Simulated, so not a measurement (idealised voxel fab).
The following process module bears the name voxel self aligned vias.
The figure presents cross-section cut, which has a width of 230 nm and is divided into square cells with an edge length of 5 nm.
Think of the cross-section as a grid of square cells. We describe it in bands, top to bottom, and each band covers one or more rows of those cells. Look at the band entry: it leads with the top's height and the bottom's height in nm. Then it lists the materials left to right, with a width in nm for each. The word "all across" on a single material says that material fills the band edge to edge. The word "blank" is empty space. We count height from 0. Below that, the starting wafer is all one material. The lowest band never ends at the bottom but goes on down; see "0 -> down" for how that is written. The expression "30 to 40" gives the width at the extremes of the band, the first number at its top row of cells and the second at its bottom row, with the width changing by equal amounts from each row to the next in between. "nothing altered", as given for a step, is the statement that not any cell of the cross-section underwent a change during that step. Entry "Tabulated closed voids" = empty spaces >= 8 cells with no open way to the top; each as width x height at distance, distance from left edge, all nm. Read whatever lies past the settings on a step's line as the simulator's own remark about the step. overlay nm: step with mask; distance mask lay right of planned place; negative value = left of planned place.

The planned process steps are enumerated hereunder:
- 1: RECEIVE (material Si)
- 2: CONFORMAL_DEP (material SiO2; thk nm 10)
- 3: CONFORMAL_DEP (material SiCN; thk nm 5)
- 4: DIRECTIONAL_DEP (material SiO2; thk nm 30)
- 5: DIRECTIONAL_DEP (material aC; thk nm 10)
- 6: PATTERN (tone open; mask id LINES; material resist; width nm 30; pitch nm 55; thk nm 30; overlay nm 0)
- 7: DIRECTIONAL_ETCH (etch materials aC; depth nm 10)
- 8: STRIP (etch materials resist)
- 9: DIRECTIONAL_ETCH (etch materials SiO2; depth nm 30)
- 10: STRIP (etch materials aC)
- 11: CONFORMAL_DEP (material TiN; thk nm 5)
- 12: FILL_DEP (material Ru; thk nm 5)
- 13: CMP (height nm 45)
- 14: SELECTIVE_ETCH (etch materials W Ru TiN; depth nm 10)
- 15: FILL_DEP (material SiN; thk nm 10)
- 16: CMP (height nm 45)
- 17: DIRECTIONAL_DEP (material SiO2; thk nm 15)
- 18: DIRECTIONAL_DEP (material aC; thk nm 10)
- 19: PATTERN (tone open; mask id VIAS; material resist; width nm 40; thk nm 30; overlay nm 0)
- 20: DIRECTIONAL_ETCH (etch materials aC; depth nm 10)
- 21: STRIP (etch materials resist)
- 22: DIRECTIONAL_ETCH (etch materials SiO2; depth nm 15)
- 23: DIRECTIONAL_ETCH (etch materials SiN; depth nm 10)
- 24: STRIP (etch materials aC)
- 25: CONFORMAL_DEP (material TiN; thk nm 5)
- 26: FILL_DEP (material Cu; thk nm 5)
- 27: CMP (height nm 60)
- 28: CONFORMAL_DEP (material SiN; thk nm 5)

Below: the first of two wafers, run as planned:

As received (post step 1): cross-section:
0 -> down = Si all across
Tabulated closed voids: none

You're looking at a cross-section of the wafer after step 2:
10 -> 0 = SiO2 all across
Whatever lies below 0 is exactly as it was before.

You're looking at a cross-section of the wafer after step 3:
15 -> 10 = SiCN all across
Whatever lies below 10 is exactly as it was before.

You're looking at a cross-section of the wafer after step 4:
45 -> 15 = SiO2 all across
Whatever lies below 15 is exactly as it was before.

You're looking at a cross-section of the wafer after step 5:
55 -> 45 = aC all across
Whatever lies below 45 is exactly as it was before.

You're looking at a cross-section of the wafer after step 6:
85 -> 55 = resist: 70 | blank: 30 | resist: 25 | blank: 30 | resist: 75
Whatever lies below 55 is exactly as it was before.

You're looking at a cross-section of the wafer after step 7:
75 -> 55 = resist: 70 | blank: 30 | resist: 25 | blank: 30 | resist: 75
55 -> 45 = aC: 70 | blank: 30 | aC: 25 | blank: 30 | aC: 75
Whatever lies below 45 is exactly as it was before.

You're looking at a cross-section of the wafer after step 8:
55 -> 45 = aC: 70 | blank: 30 | aC: 25 | blank: 30 | aC: 75
Whatever lies below 45 is exactly as it was before.

You're looking at a cross-section of the wafer after step 9:
55 -> 45 = aC: 70 | blank: 30 | aC: 25 | blank: 30 | aC: 75
45 -> 15 = SiO2: 70 | blank: 30 | SiO2: 25 | blank: 30 | SiO2: 75
Whatever lies below 15 is exactly as it was before.

You're looking at a cross-section of the wafer after step 10:
45 -> 15 = SiO2: 70 | blank: 30 | SiO2: 25 | blank: 30 | SiO2: 75
Whatever lies below 15 is exactly as it was before.

You're looking at a cross-section of the wafer after step 11:
50 -> 45 = TiN: 75 | blank: 20 | TiN: 35 | blank: 20 | TiN: 80
45 -> 20 = SiO2: 70 | TiN: 5 | blank: 20 | TiN: 5 | SiO2: 25 | TiN: 5 | blank: 20 | TiN: 5 | SiO2: 75
20 -> 15 = SiO2: 70 | TiN: 30 | SiO2: 25 | TiN: 30 | SiO2: 75
Whatever lies below 15 is exactly as it was before.

You're looking at a cross-section of the wafer after step 12:
55 -> 50 = Ru all across
50 -> 45 = TiN: 75 | Ru: 20 | TiN: 35 | Ru: 20 | TiN: 80
45 -> 20 = SiO2: 70 | TiN: 5 | Ru: 20 | TiN: 5 | SiO2: 25 | TiN: 5 | Ru: 20 | TiN: 5 | SiO2: 75
Whatever lies below 20 is exactly as it was before.

You're looking at a cross-section of the wafer after step 13:
45 -> 20 = SiO2: 70 | TiN: 5 | Ru: 20 | TiN: 5 | SiO2: 25 | TiN: 5 | Ru: 20 | TiN: 5 | SiO2: 75
Whatever lies below 20 is exactly as it was before.

You're looking at a cross-section of the wafer after step 14:
45 -> 35 = SiO2: 70 | blank: 30 | SiO2: 25 | blank: 30 | SiO2: 75
Whatever lies below 35 is exactly as it was before.

You're looking at a cross-section of the wafer after step 15:
55 -> 45 = SiN all across
45 -> 35 = SiO2: 70 | SiN: 30 | SiO2: 25 | SiN: 30 | SiO2: 75
Whatever lies below 35 is exactly as it was before.

You're looking at a cross-section of the wafer after step 16:
45 -> 35 = SiO2: 70 | SiN: 30 | SiO2: 25 | SiN: 30 | SiO2: 75
Whatever lies below 35 is exactly as it was before.

You're looking at a cross-section of the wafer after step 17:
60 -> 45 = SiO2 all across
Whatever lies below 45 is exactly as it was before.

You're looking at a cross-section of the wafer after step 18:
70 -> 60 = aC all across
Whatever lies below 60 is exactly as it was before.

You're looking at a cross-section of the wafer after step 19:
100 -> 70 = resist: 65 | blank: 40 | resist: 125
Whatever lies below 70 is exactly as it was before.

You're looking at a cross-section of the wafer after step 20:
90 -> 70 = resist: 65 | blank: 40 | resist: 125
70 -> 60 = aC: 65 | blank: 40 | aC: 125
Whatever lies below 60 is exactly as it was before.

You're looking at a cross-section of the wafer after step 21:
70 -> 60 = aC: 65 | blank: 40 | aC: 125
Whatever lies below 60 is exactly as it was before.

You're looking at a cross-section of the wafer after step 22:
70 -> 60 = aC: 65 | blank: 40 | aC: 125
60 -> 45 = SiO2: 65 | blank: 40 | SiO2: 125
Whatever lies below 45 is exactly as it was before.

You're looking at a cross-section of the wafer after step 23:
70 -> 60 = aC: 65 | blank: 40 | aC: 125
60 -> 45 = SiO2: 65 | blank: 40 | SiO2: 125
45 -> 35 = SiO2: 70 | blank: 30 | SiO2: 25 | SiN: 30 | SiO2: 75
Whatever lies below 35 is exactly as it was before.

You're looking at a cross-section of the wafer after step 24:
60 -> 45 = SiO2: 65 | blank: 40 | SiO2: 125
Whatever lies below 45 is exactly as it was before.

You're looking at a cross-section of the wafer after step 25:
65 -> 60 = TiN: 70 | blank: 30 | TiN: 130
60 -> 50 = SiO2: 65 | TiN: 5 | blank: 30 | TiN: 5 | SiO2: 125
50 -> 45 = SiO2: 65 | TiN: 10 | blank: 20 | TiN: 10 | SiO2: 125
45 -> 40 = SiO2: 70 | TiN: 5 | blank: 20 | TiN: 5 | SiO2: 25 | SiN: 30 | SiO2: 75
40 -> 35 = SiO2: 70 | TiN: 30 | SiO2: 25 | SiN: 30 | SiO2: 75
Whatever lies below 35 is exactly as it was before.

You're looking at a cross-section of the wafer after step 26:
70 -> 65 = Cu all across
65 -> 60 = TiN: 70 | Cu: 30 | TiN: 130
60 -> 50 = SiO2: 65 | TiN: 5 | Cu: 30 | TiN: 5 | SiO2: 125
50 -> 45 = SiO2: 65 | TiN: 10 | Cu: 20 | TiN: 10 | SiO2: 125
45 -> 40 = SiO2: 70 | TiN: 5 | Cu: 20 | TiN: 5 | SiO2: 25 | SiN: 30 | SiO2: 75
Whatever lies below 40 is exactly as it was before.

You're looking at a cross-section of the wafer after step 27:
60 -> 50 = SiO2: 65 | TiN: 5 | Cu: 30 | TiN: 5 | SiO2: 125
Whatever lies below 50 is exactly as it was before.

You're looking at a cross-section of the wafer after step 28:
65 -> 60 = SiN all across
Whatever lies below 60 is exactly as it was before.

Second Wafer (Identical Start and Plan, One Processing Error; Matches First Wafer Through Step 5):

Second wafer shown in cross-section at the time step 6 was slated to end:
85 -> 55 = resist: 60 | blank: 30 | resist: 25 | blank: 30 | resist: 85
Whatever lies below 55 is exactly as it was before.

Second wafer shown in cross-section at the time step 7 was slated to end:
75 -> 55 = resist: 60 | blank: 30 | resist: 25 | blank: 30 | resist: 85
55 -> 45 = aC: 60 | blank: 30 | aC: 25 | blank: 30 | aC: 85
Whatever lies below 45 is exactly as it was before.

Second wafer shown in cross-section at the time step 8 was slated to end:
55 -> 45 = aC: 60 | blank: 30 | aC: 25 | blank: 30 | aC: 85
Whatever lies below 45 is exactly as it was before.

Second wafer shown in cross-section at the time step 9 was slated to end:
55 -> 45 = aC: 60 | blank: 30 | aC: 25 | blank: 30 | aC: 85
45 -> 15 = SiO2: 60 | blank: 30 | SiO2: 25 | blank: 30 | SiO2: 85
Whatever lies below 15 is exactly as it was before.

Second wafer shown in cross-section at the time step 10 was slated to end:
45 -> 15 = SiO2: 60 | blank: 30 | SiO2: 25 | blank: 30 | SiO2: 85
Whatever lies below 15 is exactly as it was before.

Second wafer shown in cross-section at the time step 11 was slated to end:
50 -> 45 = TiN: 65 | blank: 20 | TiN: 35 | blank: 20 | TiN: 90
45 -> 20 = SiO2: 60 | TiN: 5 | blank: 20 | TiN: 5 | SiO2: 25 | TiN: 5 | blank: 20 | TiN: 5 | SiO2: 85
20 -> 15 = SiO2: 60 | TiN: 30 | SiO2: 25 | TiN: 30 | SiO2: 85
Whatever lies below 15 is exactly as it was before.

Second wafer shown in cross-section at the time step 12 was slated to end:
55 -> 50 = Ru all across
50 -> 45 = TiN: 65 | Ru: 20 | TiN: 35 | Ru: 20 | TiN: 90
45 -> 20 = SiO2: 60 | TiN: 5 | Ru: 20 | TiN: 5 | SiO2: 25 | TiN: 5 | Ru: 20 | TiN: 5 | SiO2: 85
Whatever lies below 20 is exactly as it was before.

Second wafer shown in cross-section at the time step 13 was slated to end:
45 -> 20 = SiO2: 60 | TiN: 5 | Ru: 20 | TiN: 5 | SiO2: 25 | TiN: 5 | Ru: 20 | TiN: 5 | SiO2: 85
Whatever lies below 20 is exactly as it was before.

Second wafer shown in cross-section at the time step 14 was slated to end:
45 -> 35 = SiO2: 60 | blank: 30 | SiO2: 25 | blank: 30 | SiO2: 85
Whatever lies below 35 is exactly as it was before.

Second wafer shown in cross-section at the time step 15 was slated to end:
55 -> 45 = SiN all across
45 -> 35 = SiO2: 60 | SiN: 30 | SiO2: 25 | SiN: 30 | SiO2: 85
Whatever lies below 35 is exactly as it was before.

Second wafer shown in cross-section at the time step 16 was slated to end:
45 -> 35 = SiO2: 60 | SiN: 30 | SiO2: 25 | SiN: 30 | SiO2: 85
Whatever lies below 35 is exactly as it was before.

Second wafer shown in cross-section at the time step 17 was slated to end:
60 -> 45 = SiO2 all across
Whatever lies below 45 is exactly as it was before.

Second wafer shown in cross-section at the time step 18 was slated to end:
70 -> 60 = aC all across
Whatever lies below 60 is exactly as it was before.

Second wafer shown in cross-section at the time step 19 was slated to end:
100 -> 70 = resist: 65 | blank: 40 | resist: 125
Whatever lies below 70 is exactly as it was before.

Second wafer shown in cross-section at the time step 20 was slated to end:
90 -> 70 = resist: 65 | blank: 40 | resist: 125
70 -> 60 = aC: 65 | blank: 40 | aC: 125
Whatever lies below 60 is exactly as it was before.

Second wafer shown in cross-section at the time step 21 was slated to end:
70 -> 60 = aC: 65 | blank: 40 | aC: 125
Whatever lies below 60 is exactly as it was before.

Second wafer shown in cross-section at the time step 22 was slated to end:
70 -> 60 = aC: 65 | blank: 40 | aC: 125
60 -> 45 = SiO2: 65 | blank: 40 | SiO2: 125
Whatever lies below 45 is exactly as it was before.

Second wafer shown in cross-section at the time step 23 was slated to end:
70 -> 60 = aC: 65 | blank: 40 | aC: 125
60 -> 45 = SiO2: 65 | blank: 40 | SiO2: 125
45 -> 35 = SiO2: 60 | SiN: 5 | blank: 25 | SiO2: 25 | SiN: 30 | SiO2: 85
Whatever lies below 35 is exactly as it was before.

Second wafer shown in cross-section at the time step 24 was slated to end:
60 -> 45 = SiO2: 65 | blank: 40 | SiO2: 125
Whatever lies below 45 is exactly as it was before.

Second wafer shown in cross-section at the time step 25 was slated to end:
65 -> 60 = TiN: 70 | blank: 30 | TiN: 130
60 -> 50 = SiO2: 65 | TiN: 5 | blank: 30 | TiN: 5 | SiO2: 125
50 -> 45 = SiO2: 65 | TiN: 5 | blank: 15 | TiN: 20 | SiO2: 125
45 -> 40 = SiO2: 60 | SiN: 5 | TiN: 5 | blank: 15 | TiN: 5 | SiO2: 25 | SiN: 30 | SiO2: 85
40 -> 35 = SiO2: 60 | SiN: 5 | TiN: 25 | SiO2: 25 | SiN: 30 | SiO2: 85
Whatever lies below 35 is exactly as it was before.

Second wafer shown in cross-section at the time step 26 was slated to end:
70 -> 65 = Cu all across
65 -> 60 = TiN: 70 | Cu: 30 | TiN: 130
60 -> 50 = SiO2: 65 | TiN: 5 | Cu: 30 | TiN: 5 | SiO2: 125
50 -> 45 = SiO2: 65 | TiN: 5 | Cu: 15 | TiN: 20 | SiO2: 125
45 -> 40 = SiO2: 60 | SiN: 5 | TiN: 5 | Cu: 15 | TiN: 5 | SiO2: 25 | SiN: 30 | SiO2: 85
Whatever lies below 40 is exactly as it was before.

Second wafer shown in cross-section at the time step 27 was slated to end:
60 -> 50 = SiO2: 65 | TiN: 5 | Cu: 30 | TiN: 5 | SiO2: 125
Whatever lies below 50 is exactly as it was before.

Second wafer shown in cross-section at the time step 28 was slated to end:
65 -> 60 = SiN all across
Whatever lies below 60 is exactly as it was before.
It is concluded that the wafer was processed incorrectly with respect to the plan, in that planned and actual differ for step 6; actual: PATTERN (tone open; mask id LINES; material resist; width nm 30; pitch nm 55; thk nm 30; overlay nm -10)
Final wafer comparison in cells, second versus first, more or fewer per material: Cu: 2 fewer, SiN: 2 more
